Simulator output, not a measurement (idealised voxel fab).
process module | voxel spacer lines
cross-section cut | 290 nm wide | cells 5 nm
A cross-section is a grid of square cells, given in bands from the top down. A band is one or more rows of cells.
Each band's line starts with the height of the band's top and of its bottom, in nm. Then come its materials from left to right, each with its width in nm. One material with "throughout" fills the band from edge to edge. "air" is empty space.
Height 0 is the level under which the wafer as received is all one material. The lowest band goes on downwards, as in "0 down".
A width such as "30 to 40" changes by the same amount from each row of cells to the next, from the band's top row to its bottom row.
"no change" after a step means that no cell of the cross-section changed.
closed voids: empty space of 8 cells or more with no open way to the top, each as width x height at its distance from the left edge, in nm
after a step's settings: what the simulator itself notes on the step
overlay nm, on a step with a mask: how far to the right of its planned place the mask lay; to the left if negative
plan
1 op RECEIVE | material Si
2 op CONFORMAL_DEP | material Al2O3 | thk nm 10
3 op DIRECTIONAL_DEP | material polySi | thk nm 20
4 op DIRECTIONAL_DEP | material aC | thk nm 20
5 op PATTERN | tone cover | mask id MANDREL | material resist | width nm 15 | pitch nm 70 | thk nm 30 | overlay nm 0
6 op DIRECTIONAL_ETCH | etch materials aC | depth nm 20
7 op STRIP | etch materials resist
8 op CONFORMAL_DEP | material SiN | thk nm 15
9 op DIRECTIONAL_ETCH | etch materials SiN | depth nm 15
10 op STRIP | etch materials aC
11 op DIRECTIONAL_ETCH | etch materials polySi | depth nm 20
12 op STRIP | etch materials SiN
13 op FILL_DEP | material lowk | thk nm 5
14 op CMP | height nm 30
varied across the wafers: width nm of step 5. The plan shows the first wafer's value. All wafers start alike
first wafer as received, after step 1
  0 down: Si throughout
  closed voids: none
first wafer at the end, after step 14
  30 to 10: lowk 90 | polySi 15 | lowk 15 | polySi 15 | lowk 25 | polySi 15 | lowk 15 | polySi 15 | lowk 85
  10 to 0: Al2O3 throughout
  0 down: Si throughout
  closed voids: none
last wafer at the end
  30 to 10: lowk 80 | polySi 15 | lowk 35 | polySi 15 | lowk 5 | polySi 15 | lowk 35 | polySi 15 | lowk 75
  10 to 0: Al2O3 throughout
  0 down: Si throughout
  closed voids: none
each wafer at the end: cells of each material gained (+) or lost (-) since it was received, then its closed voids
width nm 15 | +116 Al2O3 | +184 lowk | +48 polySi | closed voids: none
width nm 20 | +116 Al2O3 | +184 lowk | +48 polySi | closed voids: none
width nm 25 | +116 Al2O3 | +184 lowk | +48 polySi | closed voids: none
width nm 30 | +116 Al2O3 | +184 lowk | +48 polySi | closed voids: none
width nm 35 | +116 Al2O3 | +184 lowk | +48 polySi | closed voids: none
